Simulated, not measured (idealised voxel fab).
Documented hereafter: the process module known as voxel wiring stack.
The figure presents cross-section cut, which has a width of 210 nm and is divided into square cells with an edge length of 5 nm.
In this document a cross-section is written as a grid of square cells. It is given as a series of bands, listed from the top down, and a band is one or more rows of cells. What a band's entry tells you: where the top is and where the bottom is, as heights in nm, and after that what lies inside, material by material from left to right, each with its width in nm. Empty space is written as the word "air", and a single material marked with the word "all across" occupies the band from edge to edge. Measure heights from 0. That's the level where, below it, the as-received wafer is all one material. The lowest band is bottomless and extends downward; write it as in "0 nm and below". Think of "30..40" as a width that walks from the first number to the second as you go down the band, top row to bottom row, taking equal-sized steps from row to row. "left unchanged" after a step means that no cell of the cross-section changed. "Completely sealed voids" - sealed voids, min. 8 cells, no opening to top; format: width x height at distance (distance from left edge; nm throughout). Heads up: the bit after the settings on a step's line is the simulator's remark on that step. "overlay nm" answers the question of how far to the right of plan the mask lay on a step that has a mask, and when it is negative the answer is to the left.

The planned process steps are enumerated hereunder
1,RECEIVE (material Si)
2,CONFORMAL_DEP (material SiO2; thk nm 15)
3,DIRECTIONAL_DEP (material TiN; thk nm 5)
4,DIRECTIONAL_DEP (material Ru; thk nm 20)
5,MASKED_ETCH (tone cover; mask id METAL_1; width nm 30; pitch nm 60; etch materials Ru; depth nm 20; overlay nm 0)
6,MASKED_ETCH (tone cover; mask id METAL_1; width nm 30; pitch nm 60; etch materials TiN; depth nm 5; overlay nm 0)
7,CONFORMAL_DEP (material SiCN; thk nm 5)
8,FILL_DEP (material SiO2; thk nm 5)
9,CMP (height nm 40)
10,CONFORMAL_DEP (material SiCN; thk nm 5)
11,DIRECTIONAL_DEP (material SiO2; thk nm 10)
12,MASKED_ETCH (tone open; mask id PLUG_1; width nm 15; etch materials SiO2; depth nm 10; overlay nm 0)
13,MASKED_ETCH (tone open; mask id PLUG_1; width nm 15; etch materials SiCN; depth nm 5; overlay nm 0)
14,EPI (material Ru; thk nm 10)
15,EPI (material Ru; thk nm 5)
16,CONFORMAL_DEP (material SiN; thk nm 5)
17,DIRECTIONAL_DEP (material lowk; thk nm 20)
18,MASKED_ETCH (tone open; mask id METAL_2; width nm 30; pitch nm 60; etch materials lowk; depth nm 20; overlay nm 0)
19,MASKED_ETCH (tone open; mask id METAL_2; width nm 20; pitch nm 60; etch materials SiN; depth nm 5; overlay nm 0)
20,CONFORMAL_DEP (material TiN; thk nm 5)
21,FILL_DEP (material Cu; thk nm 10)
22,CMP (height nm 80)
23,EPI (material Ru; thk nm 5)
24,FILL_DEP (material SiCN; thk nm 5)
varied across the wafers: width nm of step 19. The plan shows the first wafer's value. All wafers start alike

Cross-section of the first of several wafers on receipt, reflecting completion of step 1
* 0 nm and below = Si all across
* Completely sealed voids: none

Module finished, last step 24 done: cross-section of the first of several wafers
* 90 nm to 85 nm = SiCN all across
* 85 nm to 80 nm = SiCN 55 nm, Ru 40 nm, SiCN 20 nm, Ru 40 nm, SiCN 55 nm
* 80 nm to 65 nm = lowk 60 nm, TiN 5 nm, Cu 20 nm, TiN 5 nm, lowk 30 nm, TiN 5 nm, Cu 20 nm, TiN 5 nm, lowk 60 nm
* 65 nm to 60 nm = lowk 60 nm, TiN 10 nm, Cu 10 nm, TiN 10 nm, lowk 30 nm, TiN 10 nm, Cu 10 nm, TiN 10 nm, lowk 60 nm
* 60 nm to 55 nm = SiN 65 nm, TiN 20 nm, SiN 40 nm, TiN 20 nm, SiN 65 nm
* 55 nm to 45 nm = SiO2 60 nm, Ru 15 nm, SiO2 135 nm
* 45 nm to 40 nm = SiCN 60 nm, Ru 15 nm, SiCN 135 nm
* 40 nm to 20 nm = SiO2 55 nm, SiCN 5 nm, Ru 30 nm, SiCN 5 nm, SiO2 20 nm, SiCN 5 nm, Ru 30 nm, SiCN 5 nm, SiO2 55 nm
* 20 nm to 15 nm = SiCN 60 nm, TiN 30 nm, SiCN 30 nm, TiN 30 nm, SiCN 60 nm
* 15 nm to 0 nm = SiO2 all across
* 0 nm and below = Si all across
* Completely sealed voids: none

Showing the last wafer in cross-section at the end of the module
* 90 nm to 85 nm = SiCN all across
* 85 nm to 80 nm = SiCN 55 nm, Ru 40 nm, SiCN 20 nm, Ru 40 nm, SiCN 55 nm
* 80 nm to 60 nm = lowk 60 nm, TiN 5 nm, Cu 20 nm, TiN 5 nm, lowk 30 nm, TiN 5 nm, Cu 20 nm, TiN 5 nm, lowk 60 nm
* 60 nm to 55 nm = SiN 60 nm, TiN 30 nm, SiN 30 nm, TiN 30 nm, SiN 60 nm
* 55 nm to 45 nm = SiO2 60 nm, Ru 15 nm, SiO2 135 nm
* 45 nm to 40 nm = SiCN 60 nm, Ru 15 nm, SiCN 135 nm
* 40 nm to 20 nm = SiO2 55 nm, SiCN 5 nm, Ru 30 nm, SiCN 5 nm, SiO2 20 nm, SiCN 5 nm, Ru 30 nm, SiCN 5 nm, SiO2 55 nm
* 20 nm to 15 nm = SiCN 60 nm, TiN 30 nm, SiCN 30 nm, TiN 30 nm, SiCN 60 nm
* 15 nm to 0 nm = SiO2 all across
* 0 nm and below = Si all across
* Completely sealed voids: none

Table: wafers, a row each; end-of-module cell change per material since receipt, gain (+), loss (-); then closed voids
width nm 20 | +28 Cu | +73 Ru | +153 SiCN | +34 SiN | +308 SiO2 | +40 TiN | +120 lowk | Completely sealed voids: none
width nm 25 | +30 Cu | +73 Ru | +153 SiCN | +32 SiN | +308 SiO2 | +40 TiN | +120 lowk | Completely sealed voids: none
width nm 30 | +32 Cu | +73 Ru | +153 SiCN | +30 SiN | +308 SiO2 | +40 TiN | +120 lowk | Completely sealed voids: none
width nm 35 | +32 Cu | +73 Ru | +153 SiCN | +30 SiN | +308 SiO2 | +40 TiN | +120 lowk | Completely sealed voids: none
width nm 40 | +32 Cu | +73 Ru | +153 SiCN | +30 SiN | +308 SiO2 | +40 TiN | +120 lowk | Completely sealed voids: none
width nm 45 | +32 Cu | +73 Ru | +153 SiCN | +30 SiN | +308 SiO2 | +40 TiN | +120 lowk | Completely sealed voids: none
